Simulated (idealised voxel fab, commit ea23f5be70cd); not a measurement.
process module | voxel capacitor over wiring
cross-section cut | 300 nm wide | cells 5 nm
A cross-section is a grid of square cells, given in bands from the top down. A band is one or more rows of cells.
Each band's line starts with the height of the band's top and of its bottom, in nm. Then come its materials from left to right, each with its width in nm. One material with "throughout" fills the band from edge to edge. "air" is empty space.
Height 0 is the level under which the wafer as received is all one material. The lowest band goes on downwards, as in "0 down".
A width such as "30 to 40" changes by the same amount from each row of cells to the next, from the band's top row to its bottom row.
"no change" after a step means that no cell of the cross-section changed.
closed voids: empty space of 8 cells or more with no open way to the top, each as width x height at its distance from the left edge, in nm
after a step's settings: what the simulator itself notes on the step
overlay nm, on a step with a mask: how far to the right of its planned place the mask lay; to the left if negative
Each pair below shows a cross-section before one step and the cross-section after it, down to the lowest band that changed. The line under each pair gives the step between them, with its settings. The pairs can come from different runs of this module on the same starting wafer, so a pair continues from the pair above only where its "before" says so.
before
  125 to 95: air 95 | resist 85 | air 120
  95 to 85: air 95 | resist 5 | aC 70 | resist 10 | air 120
  85 to 80: aC 100 | TiN 70 | aC 130
  80 to 75: aC 100 | Al2O3 70 | aC 130
  75 to 65: TiN throughout
  65 to 45: SiO2 100 | TiN 5 | Cu 5 | TiN 5 | SiO2 185
  45 to 40: SiCN 100 | TiN 15 | SiCN 185
  40 to 15: SiO2 95 | W 20 | SiO2 65 | W 20 | SiO2 100
  15 to 10: SiO2 95 | TiN 20 | SiO2 65 | TiN 20 | SiO2 100
  10 to 0: SiO2 throughout
  0 down: Si throughout
  closed voids: none
after
  115 to 95: air 95 | resist 85 | air 120
  95 to 85: air 95 | resist 5 | aC 70 | resist 10 | air 120
  85 to 80: air 95 | aC 5 | TiN 70 | aC 10 | air 120
  80 to 75: air 95 | aC 5 | Al2O3 70 | aC 10 | air 120
  below 75: unchanged
  closed voids: none
the step between: op DIRECTIONAL_ETCH | etch materials aC | depth nm 10
before: the cross-section after the pair above
after
  95 to 85: air 100 | aC 70 | air 130
  below 85: unchanged
  closed voids: none
the step between: op STRIP | etch materials resist
before: the cross-section after the pair above
after
  95 to 85: air 100 | aC 70 | air 130
  85 to 80: air 95 | aC 5 | TiN 70 | aC 10 | air 120
  80 to 75: air 95 | aC 5 | Al2O3 70 | aC 10 | air 120
  75 to 65: air 95 | TiN 85 | air 120
  below 65: unchanged
  closed voids: none
the step between: op DIRECTIONAL_ETCH | etch materials TiN | depth nm 10
before: the cross-section after the pair above
after
  85 to 80: air 100 | TiN 70 | air 130
  80 to 75: air 100 | Al2O3 70 | air 130
  below 75: unchanged
  closed voids: none
the step between: op STRIP | etch materials aC
before: the cross-section after the pair above
after
  105 to 85: SiO2 throughout
  85 to 80: SiO2 100 | TiN 70 | SiO2 130
  80 to 75: SiO2 100 | Al2O3 70 | SiO2 130
  75 to 65: SiO2 95 | TiN 85 | SiO2 120
  below 65: unchanged
  closed voids: none
the step between: op FILL_DEP | material SiO2 | thk nm 20
before: the cross-section after the pair above
after
  100 to 85: SiO2 throughout
  below 85: unchanged
  closed voids: none
the step between: op CMP | height nm 100
before: the cross-section after the pair above
after
  115 to 100: resist 110 | air 15 | resist 175
  below 100: unchanged
  closed voids: none
the step between: op PATTERN | tone open | mask id PLUG_2 | material resist | width nm 15 | thk nm 15 | overlay nm 0
before: the cross-section after the pair above
after
  115 to 100: resist 110 | air 15 | resist 175
  100 to 85: SiO2 110 | air 15 | SiO2 175
  below 85: unchanged
  closed voids: none
the step between: op DIRECTIONAL_ETCH | etch materials SiO2 | depth nm 15
before: the cross-section after the pair above
after
  100 to 85: SiO2 110 | air 15 | SiO2 175
  below 85: unchanged
  closed voids: none
the step between: op STRIP | etch materials resist
before: the cross-section after the pair above
after
  105 to 100: TiN 115 | air 5 | TiN 180
  100 to 90: SiO2 110 | TiN 5 | air 5 | TiN 5 | SiO2 175
  90 to 80: SiO2 110 to 100 | TiN 15 to 70 | SiO2 175 to 130
  below 80: unchanged
  closed voids: none
the step between: op CONFORMAL_DEP | material TiN | thk nm 5
before: the cross-section after the pair above
after
  115 to 105: W throughout
  105 to 100: TiN 115 | W 5 | TiN 180
  100 to 90: SiO2 110 | TiN 5 | W 5 | TiN 5 | SiO2 175
  below 90: unchanged
  closed voids: none
the step between: op FILL_DEP | material W | thk nm 10
before: the cross-section after the pair above
after
  100 to 90: SiO2 110 | TiN 5 | W 5 | TiN 5 | SiO2 175
  below 90: unchanged
  closed voids: none
the step between: op CMP | height nm 100
before: the cross-section after the pair above
after
  105 to 100: SiCN throughout
  below 100: unchanged
  closed voids: none
the step between: op CONFORMAL_DEP | material SiCN | thk nm 5
before
  95 to 85: air 100 | aC 70 | air 130
  85 to 80: aC 100 | TiN 70 | aC 130
  80 to 75: aC 100 | Al2O3 70 | aC 130
  75 to 65: TiN throughout
  65 to 45: SiO2 100 | TiN 5 | Cu 5 | TiN 5 | SiO2 185
  45 to 40: SiCN 100 | TiN 15 | SiCN 185
  40 to 15: SiO2 95 | W 20 | SiO2 65 | W 20 | SiO2 100
  15 to 10: SiO2 95 | TiN 20 | SiO2 65 | TiN 20 | SiO2 100
  10 to 0: SiO2 throughout
  0 down: Si throughout
  closed voids: none
after
  125 to 95: air 85 | resist 80 | air 135
  95 to 85: air 85 | resist 15 | aC 70 | air 130
  below 85: unchanged
  closed voids: none
the step between: op PATTERN | tone cover | mask id LOWER_PLATE | material resist | width nm 80 | thk nm 30 | overlay nm -10
before: the cross-section after the pair above
after
  115 to 95: air 85 | resist 80 | air 135
  95 to 85: air 85 | resist 15 | aC 65 | air 135
  85 to 80: air 85 | aC 15 | TiN 70 | air 130
  80 to 75: air 85 | aC 15 | Al2O3 70 | air 130
  below 75: unchanged
  closed voids: none
the step between: op DIRECTIONAL_ETCH | etch materials aC | depth nm 10
before: the cross-section after the pair above
after
  95 to 85: air 100 | aC 65 | air 135
  below 85: unchanged
  closed voids: none
the step between: op STRIP | etch materials resist
before: the cross-section after the pair above
after
  95 to 85: air 100 | aC 65 | air 135
  85 to 80: air 85 | aC 15 | TiN 65 | air 135
  80 to 75: air 85 | aC 15 | Al2O3 70 | air 130
  75 to 65: air 85 | TiN 85 | air 130
  below 65: unchanged
  closed voids: none
the step between: op DIRECTIONAL_ETCH | etch materials TiN | depth nm 10
before: the cross-section after the pair above
after
  85 to 80: air 100 | TiN 65 | air 135
  80 to 75: air 100 | Al2O3 70 | air 130
  below 75: unchanged
  closed voids: none
the step between: op STRIP | etch materials aC
before: the cross-section after the pair above
after
  105 to 85: SiO2 throughout
  85 to 80: SiO2 100 | TiN 65 | SiO2 135
  80 to 75: SiO2 100 | Al2O3 70 | SiO2 130
  75 to 65: SiO2 85 | TiN 85 | SiO2 130
  below 65: unchanged
  closed voids: none
the step between: op FILL_DEP | material SiO2 | thk nm 20
before: the cross-section after the pair above
after
  100 to 85: SiO2 throughout
  below 85: unchanged
  closed voids: none
the step between: op CMP | height nm 100
before: the cross-section after the pair above
after
  115 to 100: resist 110 | air 15 | resist 175
  below 100: unchanged
  closed voids: none
the step between: op PATTERN | tone open | mask id PLUG_2 | material resist | width nm 15 | thk nm 15 | overlay nm 0
before: the cross-section after the pair above
after
  115 to 100: resist 110 | air 15 | resist 175
  100 to 85: SiO2 110 | air 15 | SiO2 175
  below 85: unchanged
  closed voids: none
the step between: op DIRECTIONAL_ETCH | etch materials SiO2 | depth nm 15
before: the cross-section after the pair above
after
  100 to 85: SiO2 110 | air 15 | SiO2 175
  below 85: unchanged
  closed voids: none
the step between: op STRIP | etch materials resist
before: the cross-section after the pair above
after
  105 to 100: TiN 115 | air 5 | TiN 180
  100 to 90: SiO2 110 | TiN 5 | air 5 | TiN 5 | SiO2 175
  90 to 80: SiO2 110 to 100 | TiN 15 to 65 | SiO2 175 to 135
  below 80: unchanged
  closed voids: none
the step between: op CONFORMAL_DEP | material TiN | thk nm 5
before: the cross-section after the pair above
after
  115 to 105: W throughout
  105 to 100: TiN 115 | W 5 | TiN 180
  100 to 90: SiO2 110 | TiN 5 | W 5 | TiN 5 | SiO2 175
  below 90: unchanged
  closed voids: none
the step between: op FILL_DEP | material W | thk nm 10
before: the cross-section after the pair above
after
  100 to 90: SiO2 110 | TiN 5 | W 5 | TiN 5 | SiO2 175
  below 90: unchanged
  closed voids: none
the step between: op CMP | height nm 100
before: the cross-section after the pair above
after
  105 to 100: SiCN throughout
  below 100: unchanged
  closed voids: none
the step between: op CONFORMAL_DEP | material SiCN | thk nm 5
before
  45 to 40: SiCN throughout
  40 to 15: SiO2 95 | W 20 | SiO2 65 | W 20 | SiO2 100
  15 to 10: SiO2 95 | TiN 20 | SiO2 65 | TiN 20 | SiO2 100
  10 to 0: SiO2 throughout
  0 down: Si throughout
  closed voids: none
after
  65 to 40: SiCN throughout
  below 40: unchanged
  closed voids: none
the step between: op DIRECTIONAL_DEP | material SiCN | thk nm 20
before: the cross-section after the pair above
after
  80 to 65: aC throughout
  below 65: unchanged
  closed voids: none
the step between: op DIRECTIONAL_DEP | material aC | thk nm 15
before: the cross-section after the pair above
after
  115 to 80: resist 100 | air 15 | resist 185
  below 80: unchanged
  closed voids: none
the step between: op PATTERN | tone open | mask id PLUG_1 | material resist | width nm 15 | thk nm 35 | overlay nm 0
before: the cross-section after the pair above
after
  100 to 80: resist 100 | air 15 | resist 185
  80 to 65: aC 100 | air 15 | aC 185
  below 65: unchanged
  closed voids: none
the step between: op DIRECTIONAL_ETCH | etch materials aC | depth nm 15
before: the cross-section after the pair above
after
  80 to 65: aC 100 | air 15 | aC 185
  below 65: unchanged
  closed voids: none
the step between: op STRIP | etch materials resist
before: the cross-section after the pair above
after
  80 to 65: aC 100 | air 15 | aC 185
  65 to 60: SiCN 100 | air 15 | SiCN 185
  below 60: unchanged
  closed voids: none
the step between: op DIRECTIONAL_ETCH | etch materials SiCN | depth nm 5
before: the cross-section after the pair above
after
  65 to 60: SiCN 100 | air 15 | SiCN 185
  below 60: unchanged
  closed voids: none
the step between: op STRIP | etch materials aC
before: the cross-section after the pair above
after
  70 to 65: TiN 105 | air 5 | TiN 190
  65 to 60: SiCN 100 | TiN 15 | SiCN 185
  below 60: unchanged
  closed voids: none
the step between: op CONFORMAL_DEP | material TiN | thk nm 5
before: the cross-section after the pair above
after
  80 to 70: Cu throughout
  70 to 65: TiN 105 | Cu 5 | TiN 190
  below 65: unchanged
  closed voids: none
the step between: op FILL_DEP | material Cu | thk nm 10
before: the cross-section after the pair above
after
  65 to 60: SiCN 100 | TiN 15 | SiCN 185
  below 60: unchanged
  closed voids: none
the step between: op CMP | height nm 65
before: the cross-section after the pair above
after
  75 to 65: TiN throughout
  below 65: unchanged
  closed voids: none
the step between: op DIRECTIONAL_DEP | material TiN | thk nm 10
before: the cross-section after the pair above
after
  80 to 75: Al2O3 throughout
  below 75: unchanged
  closed voids: none
the step between: op DIRECTIONAL_DEP | material Al2O3 | thk nm 5
before: the cross-section after the pair above
after
  85 to 80: TiN throughout
  below 80: unchanged
  closed voids: none
the step between: op DIRECTIONAL_DEP | material TiN | thk nm 5
before: the cross-section after the pair above
after
  95 to 85: aC throughout
  below 85: unchanged
  closed voids: none
the step between: op DIRECTIONAL_DEP | material aC | thk nm 10
before: the cross-section after the pair above
after
  125 to 95: air 100 | resist 70 | air 130
  below 95: unchanged
  closed voids: none
the step between: op PATTERN | tone cover | mask id UPPER_PLATE | material resist | width nm 70 | thk nm 30 | overlay nm 0
before: the cross-section after the pair above
after
  115 to 95: air 100 | resist 70 | air 130
  95 to 85: air 100 | aC 70 | air 130
  below 85: unchanged
  closed voids: none
the step between: op DIRECTIONAL_ETCH | etch materials aC | depth nm 10
before: the cross-section after the pair above
after
  95 to 85: air 100 | aC 70 | air 130
  below 85: unchanged
  closed voids: none
the step between: op STRIP | etch materials resist
before: the cross-section after the pair above
after
  95 to 85: air 100 | aC 70 | air 130
  85 to 80: air 100 | TiN 70 | air 130
  below 80: unchanged
  closed voids: none
the step between: op DIRECTIONAL_ETCH | etch materials TiN | depth nm 5
before: the cross-section after the pair above
after
  95 to 85: air 100 | aC 70 | air 130
  85 to 80: air 100 | TiN 70 | air 130
  80 to 75: air 100 | Al2O3 70 | air 130
  below 75: unchanged
  closed voids: none
the step between: op DIRECTIONAL_ETCH | etch materials Al2O3 | depth nm 5
before: the cross-section after the pair above
after
  85 to 80: air 100 | TiN 70 | air 130
  below 80: unchanged
  closed voids: none
the step between: op STRIP | etch materials aC
before: the cross-section after the pair above
after
  95 to 85: air 100 | aC 70 | air 130
  85 to 80: aC 100 | TiN 70 | aC 130
  80 to 75: aC 100 | Al2O3 70 | aC 130
  below 75: unchanged
  closed voids: none
the step between: op DIRECTIONAL_DEP | material aC | thk nm 10
before: the cross-section after the pair above
after
  125 to 95: air 95 | resist 80 | air 125
  95 to 85: air 95 | resist 5 | aC 70 | resist 5 | air 125
  below 85: unchanged
  closed voids: none
the step between: op PATTERN | tone cover | mask id LOWER_PLATE | material resist | width nm 80 | thk nm 30 | overlay nm 0
before: the cross-section after the pair above
after
  115 to 95: air 95 | resist 80 | air 125
  95 to 85: air 95 | resist 5 | aC 70 | resist 5 | air 125
  85 to 80: air 95 | aC 5 | TiN 70 | aC 5 | air 125
  80 to 75: air 95 | aC 5 | Al2O3 70 | aC 5 | air 125
  below 75: unchanged
  closed voids: none
the step between: op DIRECTIONAL_ETCH | etch materials aC | depth nm 10
before: the cross-section after the pair above
after
  95 to 85: air 100 | aC 70 | air 130
  below 85: unchanged
  closed voids: none
the step between: op STRIP | etch materials resist
before: the cross-section after the pair above
after
  95 to 85: air 100 | aC 70 | air 130
  85 to 80: air 95 | aC 5 | TiN 70 | aC 5 | air 125
  80 to 75: air 95 | aC 5 | Al2O3 70 | aC 5 | air 125
  75 to 65: air 95 | TiN 80 | air 125
  below 65: unchanged
  closed voids: none
the step between: op DIRECTIONAL_ETCH | etch materials TiN | depth nm 10
before: the cross-section after the pair above
after
  85 to 80: air 100 | TiN 70 | air 130
  80 to 75: air 100 | Al2O3 70 | air 130
  below 75: unchanged
  closed voids: none
the step between: op STRIP | etch materials aC
before: the cross-section after the pair above
after
  105 to 85: SiO2 throughout
  85 to 80: SiO2 100 | TiN 70 | SiO2 130
  80 to 75: SiO2 100 | Al2O3 70 | SiO2 130
  75 to 65: SiO2 95 | TiN 80 | SiO2 125
  below 65: unchanged
  closed voids: none
the step between: op FILL_DEP | material SiO2 | thk nm 20
before: the cross-section after the pair above
after
  100 to 85: SiO2 throughout
  below 85: unchanged
  closed voids: none
the step between: op CMP | height nm 100
before: the cross-section after the pair above
after
  115 to 100: resist 110 | air 15 | resist 175
  below 100: unchanged
  closed voids: none
the step between: op PATTERN | tone open | mask id PLUG_2 | material resist | width nm 15 | thk nm 15 | overlay nm 0
before: the cross-section after the pair above
after
  115 to 100: resist 110 | air 15 | resist 175
  100 to 85: SiO2 110 | air 15 | SiO2 175
  below 85: unchanged
  closed voids: none
the step between: op DIRECTIONAL_ETCH | etch materials SiO2 | depth nm 15
before: the cross-section after the pair above
after
  100 to 85: SiO2 110 | air 15 | SiO2 175
  below 85: unchanged
  closed voids: none
the step between: op STRIP | etch materials resist
before: the cross-section after the pair above
after
  105 to 100: TiN 115 | air 5 | TiN 180
  100 to 90: SiO2 110 | TiN 5 | air 5 | TiN 5 | SiO2 175
  90 to 80: SiO2 110 to 100 | TiN 15 to 70 | SiO2 175 to 130
  below 80: unchanged
  closed voids: none
the step between: op CONFORMAL_DEP | material TiN | thk nm 5
before: the cross-section after the pair above
after
  115 to 105: W throughout
  105 to 100: TiN 115 | W 5 | TiN 180
  100 to 90: SiO2 110 | TiN 5 | W 5 | TiN 5 | SiO2 175
  below 90: unchanged
  closed voids: none
the step between: op FILL_DEP | material W | thk nm 10
before: the cross-section after the pair above
after
  100 to 90: SiO2 110 | TiN 5 | W 5 | TiN 5 | SiO2 175
  below 90: unchanged
  closed voids: none
the step between: op CMP | height nm 100
before: the cross-section after the pair above
after
  105 to 100: SiCN throughout
  below 100: unchanged
  closed voids: none
the step between: op CONFORMAL_DEP | material SiCN | thk nm 5
before
  95 to 85: air 100 | aC 70 | air 130
  85 to 80: aC 100 | TiN 70 | aC 130
  80 to 75: aC 100 | Al2O3 70 | aC 130
  75 to 65: TiN throughout
  65 to 45: SiO2 100 | TiN 5 | Cu 5 | TiN 5 | SiO2 185
  45 to 40: SiCN 100 | TiN 15 | SiCN 185
  40 to 15: SiO2 95 | W 20 | SiO2 65 | W 20 | SiO2 100
  15 to 10: SiO2 95 | TiN 20 | SiO2 65 | TiN 20 | SiO2 100
  10 to 0: SiO2 throughout
  0 down: Si throughout
  closed voids: none
after
  125 to 95: resist 95 | air 80 | resist 125
  95 to 85: resist 95 | air 5 | aC 70 | air 5 | resist 125
  below 85: unchanged
  closed voids: none
the step between: op PATTERN | tone open | mask id LOWER_PLATE | material resist | width nm 80 | thk nm 30 | overlay nm 0
before: the cross-section after the pair above
after
  115 to 85: resist 95 | air 80 | resist 125
  85 to 80: aC 95 | air 5 | TiN 70 | air 5 | aC 125
  80 to 75: aC 95 | air 5 | Al2O3 70 | air 5 | aC 125
  below 75: unchanged
  closed voids: none
the step between: op DIRECTIONAL_ETCH | etch materials aC | depth nm 10
before: the cross-section after the pair above
after
  85 to 80: aC 95 | air 5 | TiN 70 | air 5 | aC 125
  below 80: unchanged
  closed voids: none
the step between: op STRIP | etch materials resist
before: the cross-section after the pair above
after
  85 to 80: aC 95 | air 80 | aC 125
  80 to 75: aC 95 | air 5 | Al2O3 70 | air 5 | aC 125
  75 to 65: TiN 95 | air 5 | TiN 70 | air 5 | TiN 125
  below 65: unchanged
  closed voids: none
the step between: op DIRECTIONAL_ETCH | etch materials TiN | depth nm 10
before: the cross-section after the pair above
after
  80 to 75: air 100 | Al2O3 70 | air 130
  below 75: unchanged
  closed voids: none
the step between: op STRIP | etch materials aC
before: the cross-section after the pair above
after
  100 to 80: SiO2 throughout
  80 to 75: SiO2 100 | Al2O3 70 | SiO2 130
  75 to 65: TiN 95 | SiO2 5 | TiN 70 | SiO2 5 | TiN 125
  below 65: unchanged
  closed voids: none
the step between: op FILL_DEP | material SiO2 | thk nm 20
before: the cross-section after the pair above
after
  115 to 100: resist 110 | air 15 | resist 175
  below 100: unchanged
  closed voids: none
the step between: op PATTERN | tone open | mask id PLUG_2 | material resist | width nm 15 | thk nm 15 | overlay nm 0
before: the cross-section after the pair above
after
  115 to 100: resist 110 | air 15 | resist 175
  100 to 85: SiO2 110 | air 15 | SiO2 175
  below 85: unchanged
  closed voids: none
the step between: op DIRECTIONAL_ETCH | etch materials SiO2 | depth nm 15
before: the cross-section after the pair above
after
  100 to 85: SiO2 110 | air 15 | SiO2 175
  below 85: unchanged
  closed voids: none
the step between: op STRIP | etch materials resist
before: the cross-section after the pair above
after
  105 to 100: TiN 115 | air 5 | TiN 180
  100 to 90: SiO2 110 | TiN 5 | air 5 | TiN 5 | SiO2 175
  90 to 85: SiO2 110 | TiN 15 | SiO2 175
  below 85: unchanged
  closed voids: none
the step between: op CONFORMAL_DEP | material TiN | thk nm 5
before: the cross-section after the pair above
after
  115 to 105: W throughout
  105 to 100: TiN 115 | W 5 | TiN 180
  100 to 90: SiO2 110 | TiN 5 | W 5 | TiN 5 | SiO2 175
  below 90: unchanged
  closed voids: none
the step between: op FILL_DEP | material W | thk nm 10
before: the cross-section after the pair above
after
  100 to 90: SiO2 110 | TiN 5 | W 5 | TiN 5 | SiO2 175
  below 90: unchanged
  closed voids: none
the step between: op CMP | height nm 100
before: the cross-section after the pair above
after
  105 to 100: SiCN throughout
  below 100: unchanged
  closed voids: none
the step between: op CONFORMAL_DEP | material SiCN | thk nm 5
